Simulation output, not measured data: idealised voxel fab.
Module name: voxel wiring stack (process module)
Cross-sectional view cut (width: 160 nm; square cell size: 5 nm).
A cross-section is a grid of square cells, given in bands from the top down. A band is one or more rows of cells. Heads up on the band format: heights come first, top then bottom, in nm. After that it's the materials left to right, each with its width in nm. A single material flagged "full width" fills the whole band edge to edge, and "empty" means there's empty space there. Below 0: as-received wafer, all one material; heights counted from there. Lowest band: no bottom, goes on down, written "z 0 and below". Per-row width for "30->40": begins at first number (top row of band), ends at second number (bottom row), increment between rows held constant. Where the words "everything unchanged" appear for a step, the cross-section shows no cell changed by that step; every cell remained as before. "Encapsulated voids" contains a list of empty spaces, each no smaller than 8 cells and without an open way to the top, written in the form width x height at distance with the distance from the left edge and all three in nm. Read whatever lies past the settings on a step's line as the simulator's own remark about the step. overlay nm: how far to the right of its planned place the mask lay on this masked step (negative: to the left).
[This section lists the process steps that were planned]
1,RECEIVE: material Si
2,CONFORMAL_DEP: material SiO2, thk nm 15
3,CONFORMAL_DEP: material SiN, thk nm 5
4,DIRECTIONAL_DEP: material SiO2, thk nm 25
5,PATTERN: tone open, mask id METAL_1, material resist, width nm 25, pitch nm 45, thk nm 15, overlay nm 0
6,DIRECTIONAL_ETCH: etch materials SiO2, depth nm 25
7,DIRECTIONAL_ETCH: etch materials SiN, depth nm 5
8,STRIP: etch materials resist
9,CONFORMAL_DEP: material TiN, thk nm 5
10,FILL_DEP: material W, thk nm 5
11,CMP: height nm 45
12,CONFORMAL_DEP: material SiCN, thk nm 5
13,DIRECTIONAL_DEP: material SiO2, thk nm 30
14,DIRECTIONAL_DEP: material aC, thk nm 10
15,PATTERN: tone open, mask id METAL_2_HOLES, material resist, width nm 15, pitch nm 90, thk nm 30, overlay nm 0
16,DIRECTIONAL_ETCH: etch materials aC, depth nm 10
17,STRIP: etch materials resist
18,DIRECTIONAL_ETCH: etch materials SiO2, depth nm 30
19,STRIP: etch materials aC
20,DIRECTIONAL_DEP: material aC, thk nm 15
21,PATTERN: tone open, mask id METAL_2, material resist, width nm 25, pitch nm 45, thk nm 35, overlay nm 0
22,DIRECTIONAL_ETCH: etch materials aC, depth nm 15
23,STRIP: etch materials resist
24,DIRECTIONAL_ETCH: etch materials SiO2, depth nm 15
25,DIRECTIONAL_ETCH: etch materials SiCN, depth nm 5
26,STRIP: etch materials aC
27,CONFORMAL_DEP: material TiN, thk nm 5
28,FILL_DEP: material Cu, thk nm 10
29,CMP: height nm 80
30,CONFORMAL_DEP: material SiCN, thk nm 5
[First wafer out of two, processed as planned]
[Wafer at receipt (post step 1), cross-section]
- z 0 and below | Si full width
- Encapsulated voids: none
[The following cross-section depicts the wafer upon completion of step 2]
- z 15 to 0 | SiO2 full width
- Heights below 0 show no change.
[The following cross-section depicts the wafer upon completion of step 3]
- z 20 to 15 | SiN full width
- Heights below 15 show no change.
[The following cross-section depicts the wafer upon completion of step 4]
- z 45 to 20 | SiO2 full width
- Heights below 20 show no change.
[The following cross-section depicts the wafer upon completion of step 5]
- z 60 to 45 | 20 nm resist | 25 nm empty | 20 nm resist | 25 nm empty | 20 nm resist | 25 nm empty | 25 nm resist
- Heights below 45 show no change.
[The following cross-section depicts the wafer upon completion of step 6]
- z 60 to 45 | 20 nm resist | 25 nm empty | 20 nm resist | 25 nm empty | 20 nm resist | 25 nm empty | 25 nm resist
- z 45 to 20 | 20 nm SiO2 | 25 nm empty | 20 nm SiO2 | 25 nm empty | 20 nm SiO2 | 25 nm empty | 25 nm SiO2
- Heights below 20 show no change.
[The following cross-section depicts the wafer upon completion of step 7]
- z 60 to 45 | 20 nm resist | 25 nm empty | 20 nm resist | 25 nm empty | 20 nm resist | 25 nm empty | 25 nm resist
- z 45 to 20 | 20 nm SiO2 | 25 nm empty | 20 nm SiO2 | 25 nm empty | 20 nm SiO2 | 25 nm empty | 25 nm SiO2
- z 20 to 15 | 20 nm SiN | 25 nm empty | 20 nm SiN | 25 nm empty | 20 nm SiN | 25 nm empty | 25 nm SiN
- Heights below 15 show no change.
[The following cross-section depicts the wafer upon completion of step 8]
- z 45 to 20 | 20 nm SiO2 | 25 nm empty | 20 nm SiO2 | 25 nm empty | 20 nm SiO2 | 25 nm empty | 25 nm SiO2
- Heights below 20 show no change.
[The following cross-section depicts the wafer upon completion of step 9]
- z 50 to 45 | 25 nm TiN | 15 nm empty | 30 nm TiN | 15 nm empty | 30 nm TiN | 15 nm empty | 30 nm TiN
- z 45 to 20 | 20 nm SiO2 | 5 nm TiN | 15 nm empty | 5 nm TiN | 20 nm SiO2 | 5 nm TiN | 15 nm empty | 5 nm TiN | 20 nm SiO2 | 5 nm TiN | 15 nm empty | 5 nm TiN | 25 nm SiO2
- z 20 to 15 | 20 nm SiN | 25 nm TiN | 20 nm SiN | 25 nm TiN | 20 nm SiN | 25 nm TiN | 25 nm SiN
- Heights below 15 show no change.
[The following cross-section depicts the wafer upon completion of step 10]
- z 55 to 50 | W full width
- z 50 to 45 | 25 nm TiN | 15 nm W | 30 nm TiN | 15 nm W | 30 nm TiN | 15 nm W | 30 nm TiN
- z 45 to 20 | 20 nm SiO2 | 5 nm TiN | 15 nm W | 5 nm TiN | 20 nm SiO2 | 5 nm TiN | 15 nm W | 5 nm TiN | 20 nm SiO2 | 5 nm TiN | 15 nm W | 5 nm TiN | 25 nm SiO2
- Heights below 20 show no change.
[The following cross-section depicts the wafer upon completion of step 11]
- z 45 to 20 | 20 nm SiO2 | 5 nm TiN | 15 nm W | 5 nm TiN | 20 nm SiO2 | 5 nm TiN | 15 nm W | 5 nm TiN | 20 nm SiO2 | 5 nm TiN | 15 nm W | 5 nm TiN | 25 nm SiO2
- Heights below 20 show no change.
[The following cross-section depicts the wafer upon completion of step 12]
- z 50 to 45 | SiCN full width
- Heights below 45 show no change.
[The following cross-section depicts the wafer upon completion of step 13]
- z 80 to 50 | SiO2 full width
- Heights below 50 show no change.
[The following cross-section depicts the wafer upon completion of step 14]
- z 90 to 80 | aC full width
- Heights below 80 show no change.
[The following cross-section depicts the wafer upon completion of step 15]
- z 120 to 90 | 20 nm resist | 15 nm empty | 75 nm resist | 15 nm empty | 35 nm resist
- Heights below 90 show no change.
[The following cross-section depicts the wafer upon completion of step 16]
- z 110 to 90 | 20 nm resist | 15 nm empty | 75 nm resist | 15 nm empty | 35 nm resist
- z 90 to 80 | 20 nm aC | 15 nm empty | 75 nm aC | 15 nm empty | 35 nm aC
- Heights below 80 show no change.
[The following cross-section depicts the wafer upon completion of step 17]
- z 90 to 80 | 20 nm aC | 15 nm empty | 75 nm aC | 15 nm empty | 35 nm aC
- Heights below 80 show no change.
[The following cross-section depicts the wafer upon completion of step 18]
- z 90 to 80 | 20 nm aC | 15 nm empty | 75 nm aC | 15 nm empty | 35 nm aC
- z 80 to 50 | 20 nm SiO2 | 15 nm empty | 75 nm SiO2 | 15 nm empty | 35 nm SiO2
- Heights below 50 show no change.
[The following cross-section depicts the wafer upon completion of step 19]
- z 80 to 50 | 20 nm SiO2 | 15 nm empty | 75 nm SiO2 | 15 nm empty | 35 nm SiO2
- Heights below 50 show no change.
[The following cross-section depicts the wafer upon completion of step 20]
- z 95 to 80 | 20 nm aC | 15 nm empty | 75 nm aC | 15 nm empty | 35 nm aC
- z 80 to 65 | 20 nm SiO2 | 15 nm empty | 75 nm SiO2 | 15 nm empty | 35 nm SiO2
- z 65 to 50 | 20 nm SiO2 | 15 nm aC | 75 nm SiO2 | 15 nm aC | 35 nm SiO2
- Heights below 50 show no change.
[The following cross-section depicts the wafer upon completion of step 21]
- z 130 to 95 | 20 nm resist | 25 nm empty | 20 nm resist | 25 nm empty | 20 nm resist | 25 nm empty | 25 nm resist
- Heights below 95 show no change.
[The following cross-section depicts the wafer upon completion of step 22]
- z 115 to 95 | 20 nm resist | 25 nm empty | 20 nm resist | 25 nm empty | 20 nm resist | 25 nm empty | 25 nm resist
- z 95 to 80 | 20 nm aC | 25 nm empty | 20 nm aC | 25 nm empty | 20 nm aC | 25 nm empty | 25 nm aC
- z 80 to 50 | 20 nm SiO2 | 15 nm empty | 75 nm SiO2 | 15 nm empty | 35 nm SiO2
- Heights below 50 show no change.
[The following cross-section depicts the wafer upon completion of step 23]
- z 95 to 80 | 20 nm aC | 25 nm empty | 20 nm aC | 25 nm empty | 20 nm aC | 25 nm empty | 25 nm aC
- Heights below 80 show no change.
[The following cross-section depicts the wafer upon completion of step 24]
- z 95 to 80 | 20 nm aC | 25 nm empty | 20 nm aC | 25 nm empty | 20 nm aC | 25 nm empty | 25 nm aC
- z 80 to 65 | 20 nm SiO2 | 25 nm empty | 20 nm SiO2 | 25 nm empty | 20 nm SiO2 | 25 nm empty | 25 nm SiO2
- Heights below 65 show no change.
[The following cross-section depicts the wafer upon completion of step 25]
- z 95 to 80 | 20 nm aC | 25 nm empty | 20 nm aC | 25 nm empty | 20 nm aC | 25 nm empty | 25 nm aC
- z 80 to 65 | 20 nm SiO2 | 25 nm empty | 20 nm SiO2 | 25 nm empty | 20 nm SiO2 | 25 nm empty | 25 nm SiO2
- z 65 to 50 | 20 nm SiO2 | 15 nm empty | 75 nm SiO2 | 15 nm empty | 35 nm SiO2
- z 50 to 45 | 20 nm SiCN | 15 nm empty | 75 nm SiCN | 15 nm empty | 35 nm SiCN
- Heights below 45 show no change.
[The following cross-section depicts the wafer upon completion of step 26]
- z 80 to 65 | 20 nm SiO2 | 25 nm empty | 20 nm SiO2 | 25 nm empty | 20 nm SiO2 | 25 nm empty | 25 nm SiO2
- Heights below 65 show no change.
[The following cross-section depicts the wafer upon completion of step 27]
- z 85 to 80 | 25 nm TiN | 15 nm empty | 30 nm TiN | 15 nm empty | 30 nm TiN | 15 nm empty | 30 nm TiN
- z 80 to 70 | 20 nm SiO2 | 5 nm TiN | 15 nm empty | 5 nm TiN | 20 nm SiO2 | 5 nm TiN | 15 nm empty | 5 nm TiN | 20 nm SiO2 | 5 nm TiN | 15 nm empty | 5 nm TiN | 25 nm SiO2
- z 70 to 65 | 20 nm SiO2 | 5 nm TiN | 5 nm empty | 15 nm TiN | 20 nm SiO2 | 25 nm TiN | 20 nm SiO2 | 5 nm TiN | 5 nm empty | 15 nm TiN | 25 nm SiO2
- z 65 to 50 | 20 nm SiO2 | 5 nm TiN | 5 nm empty | 5 nm TiN | 75 nm SiO2 | 5 nm TiN | 5 nm empty | 5 nm TiN | 35 nm SiO2
- z 50 to 45 | 20 nm SiCN | 15 nm TiN | 75 nm SiCN | 15 nm TiN | 35 nm SiCN
- Heights below 45 show no change.
[The following cross-section depicts the wafer upon completion of step 28]
- z 95 to 85 | Cu full width
- z 85 to 80 | 25 nm TiN | 15 nm Cu | 30 nm TiN | 15 nm Cu | 30 nm TiN | 15 nm Cu | 30 nm TiN
- z 80 to 70 | 20 nm SiO2 | 5 nm TiN | 15 nm Cu | 5 nm TiN | 20 nm SiO2 | 5 nm TiN | 15 nm Cu | 5 nm TiN | 20 nm SiO2 | 5 nm TiN | 15 nm Cu | 5 nm TiN | 25 nm SiO2
- z 70 to 65 | 20 nm SiO2 | 5 nm TiN | 5 nm Cu | 15 nm TiN | 20 nm SiO2 | 25 nm TiN | 20 nm SiO2 | 5 nm TiN | 5 nm Cu | 15 nm TiN | 25 nm SiO2
- z 65 to 50 | 20 nm SiO2 | 5 nm TiN | 5 nm Cu | 5 nm TiN | 75 nm SiO2 | 5 nm TiN | 5 nm Cu | 5 nm TiN | 35 nm SiO2
- Heights below 50 show no change.
[The following cross-section depicts the wafer upon completion of step 29]
- z 80 to 70 | 20 nm SiO2 | 5 nm TiN | 15 nm Cu | 5 nm TiN | 20 nm SiO2 | 5 nm TiN | 15 nm Cu | 5 nm TiN | 20 nm SiO2 | 5 nm TiN | 15 nm Cu | 5 nm TiN | 25 nm SiO2
- Heights below 70 show no change.
[The following cross-section depicts the wafer upon completion of step 30]
- z 85 to 80 | SiCN full width
- Heights below 80 show no change.
[Notes, second wafer: start = first wafer's, plan = first wafer's, execution had one mistake; history identical to first through step 14]
[Second wafer: cross-section at the scheduled end of step 15]
- z 120 to 90 | 20 nm resist | 20 nm empty | 70 nm resist | 20 nm empty | 30 nm resist
- Heights below 90 show no change.
[Second wafer: cross-section at the scheduled end of step 16]
- z 110 to 90 | 20 nm resist | 20 nm empty | 70 nm resist | 20 nm empty | 30 nm resist
- z 90 to 80 | 20 nm aC | 20 nm empty | 70 nm aC | 20 nm empty | 30 nm aC
- Heights below 80 show no change.
[Second wafer: cross-section at the scheduled end of step 17]
- z 90 to 80 | 20 nm aC | 20 nm empty | 70 nm aC | 20 nm empty | 30 nm aC
- Heights below 80 show no change.
[Second wafer: cross-section at the scheduled end of step 18]
- z 90 to 80 | 20 nm aC | 20 nm empty | 70 nm aC | 20 nm empty | 30 nm aC
- z 80 to 50 | 20 nm SiO2 | 20 nm empty | 70 nm SiO2 | 20 nm empty | 30 nm SiO2
- Heights below 50 show no change.
[Second wafer: cross-section at the scheduled end of step 19]
- z 80 to 50 | 20 nm SiO2 | 20 nm empty | 70 nm SiO2 | 20 nm empty | 30 nm SiO2
- Heights below 50 show no change.
[Second wafer: cross-section at the scheduled end of step 20]
- z 95 to 80 | 20 nm aC | 20 nm empty | 70 nm aC | 20 nm empty | 30 nm aC
- z 80 to 65 | 20 nm SiO2 | 20 nm empty | 70 nm SiO2 | 20 nm empty | 30 nm SiO2
- z 65 to 50 | 20 nm SiO2 | 20 nm aC | 70 nm SiO2 | 20 nm aC | 30 nm SiO2
- Heights below 50 show no change.
[Second wafer: cross-section at the scheduled end of step 21]
- z 130 to 95 | 20 nm resist | 25 nm empty | 20 nm resist | 25 nm empty | 20 nm resist | 25 nm empty | 25 nm resist
- Heights below 95 show no change.
[Second wafer: cross-section at the scheduled end of step 22]
- z 115 to 95 | 20 nm resist | 25 nm empty | 20 nm resist | 25 nm empty | 20 nm resist | 25 nm empty | 25 nm resist
- z 95 to 80 | 20 nm aC | 25 nm empty | 20 nm aC | 25 nm empty | 20 nm aC | 25 nm empty | 25 nm aC
- z 80 to 50 | 20 nm SiO2 | 20 nm empty | 70 nm SiO2 | 20 nm empty | 30 nm SiO2
- Heights below 50 show no change.
[Second wafer: cross-section at the scheduled end of step 23]
- z 95 to 80 | 20 nm aC | 25 nm empty | 20 nm aC | 25 nm empty | 20 nm aC | 25 nm empty | 25 nm aC
- Heights below 80 show no change.
[Second wafer: cross-section at the scheduled end of step 24]
- z 95 to 80 | 20 nm aC | 25 nm empty | 20 nm aC | 25 nm empty | 20 nm aC | 25 nm empty | 25 nm aC
- z 80 to 65 | 20 nm SiO2 | 25 nm empty | 20 nm SiO2 | 25 nm empty | 20 nm SiO2 | 25 nm empty | 25 nm SiO2
- Heights below 65 show no change.
[Second wafer: cross-section at the scheduled end of step 25]
- z 95 to 80 | 20 nm aC | 25 nm empty | 20 nm aC | 25 nm empty | 20 nm aC | 25 nm empty | 25 nm aC
- z 80 to 65 | 20 nm SiO2 | 25 nm empty | 20 nm SiO2 | 25 nm empty | 20 nm SiO2 | 25 nm empty | 25 nm SiO2
- z 65 to 50 | 20 nm SiO2 | 20 nm empty | 70 nm SiO2 | 20 nm empty | 30 nm SiO2
- z 50 to 45 | 20 nm SiCN | 20 nm empty | 70 nm SiCN | 20 nm empty | 30 nm SiCN
- Heights below 45 show no change.
[Second wafer: cross-section at the scheduled end of step 26]
- z 80 to 65 | 20 nm SiO2 | 25 nm empty | 20 nm SiO2 | 25 nm empty | 20 nm SiO2 | 25 nm empty | 25 nm SiO2
- Heights below 65 show no change.
[Second wafer: cross-section at the scheduled end of step 27]
- z 85 to 80 | 25 nm TiN | 15 nm empty | 30 nm TiN | 15 nm empty | 30 nm TiN | 15 nm empty | 30 nm TiN
- z 80 to 70 | 20 nm SiO2 | 5 nm TiN | 15 nm empty | 5 nm TiN | 20 nm SiO2 | 5 nm TiN | 15 nm empty | 5 nm TiN | 20 nm SiO2 | 5 nm TiN | 15 nm empty | 5 nm TiN | 25 nm SiO2
- z 70 to 65 | 20 nm SiO2 | 5 nm TiN | 10 nm empty | 10 nm TiN | 20 nm SiO2 | 25 nm TiN | 20 nm SiO2 | 5 nm TiN | 10 nm empty | 10 nm TiN | 25 nm SiO2
- z 65 to 50 | 20 nm SiO2 | 5 nm TiN | 10 nm empty | 5 nm TiN | 70 nm SiO2 | 5 nm TiN | 10 nm empty | 5 nm TiN | 30 nm SiO2
- z 50 to 45 | 20 nm SiCN | 20 nm TiN | 70 nm SiCN | 20 nm TiN | 30 nm SiCN
- Heights below 45 show no change.
[Second wafer: cross-section at the scheduled end of step 28]
- z 95 to 85 | Cu full width
- z 85 to 80 | 25 nm TiN | 15 nm Cu | 30 nm TiN | 15 nm Cu | 30 nm TiN | 15 nm Cu | 30 nm TiN
- z 80 to 70 | 20 nm SiO2 | 5 nm TiN | 15 nm Cu | 5 nm TiN | 20 nm SiO2 | 5 nm TiN | 15 nm Cu | 5 nm TiN | 20 nm SiO2 | 5 nm TiN | 15 nm Cu | 5 nm TiN | 25 nm SiO2
- z 70 to 65 | 20 nm SiO2 | 5 nm TiN | 10 nm Cu | 10 nm TiN | 20 nm SiO2 | 25 nm TiN | 20 nm SiO2 | 5 nm TiN | 10 nm Cu | 10 nm TiN | 25 nm SiO2
- z 65 to 50 | 20 nm SiO2 | 5 nm TiN | 10 nm Cu | 5 nm TiN | 70 nm SiO2 | 5 nm TiN | 10 nm Cu | 5 nm TiN | 30 nm SiO2
- Heights below 50 show no change.
[Second wafer: cross-section at the scheduled end of step 29]
- z 80 to 70 | 20 nm SiO2 | 5 nm TiN | 15 nm Cu | 5 nm TiN | 20 nm SiO2 | 5 nm TiN | 15 nm Cu | 5 nm TiN | 20 nm SiO2 | 5 nm TiN | 15 nm Cu | 5 nm TiN | 25 nm SiO2
- Heights below 70 show no change.
[Second wafer: cross-section at the scheduled end of step 30]
- z 85 to 80 | SiCN full width
- Heights below 80 show no change.
Processing error: step 15 went in with a setting other than planned; the actual run was PATTERN: tone open, mask id METAL_2_HOLES, material resist, width nm 20, pitch nm 90, thk nm 30, overlay nm 0
Final cells, second wafer relative to first, materials higher or lower: Cu: 8 more; SiCN: 2 fewer; SiO2: 6 fewer
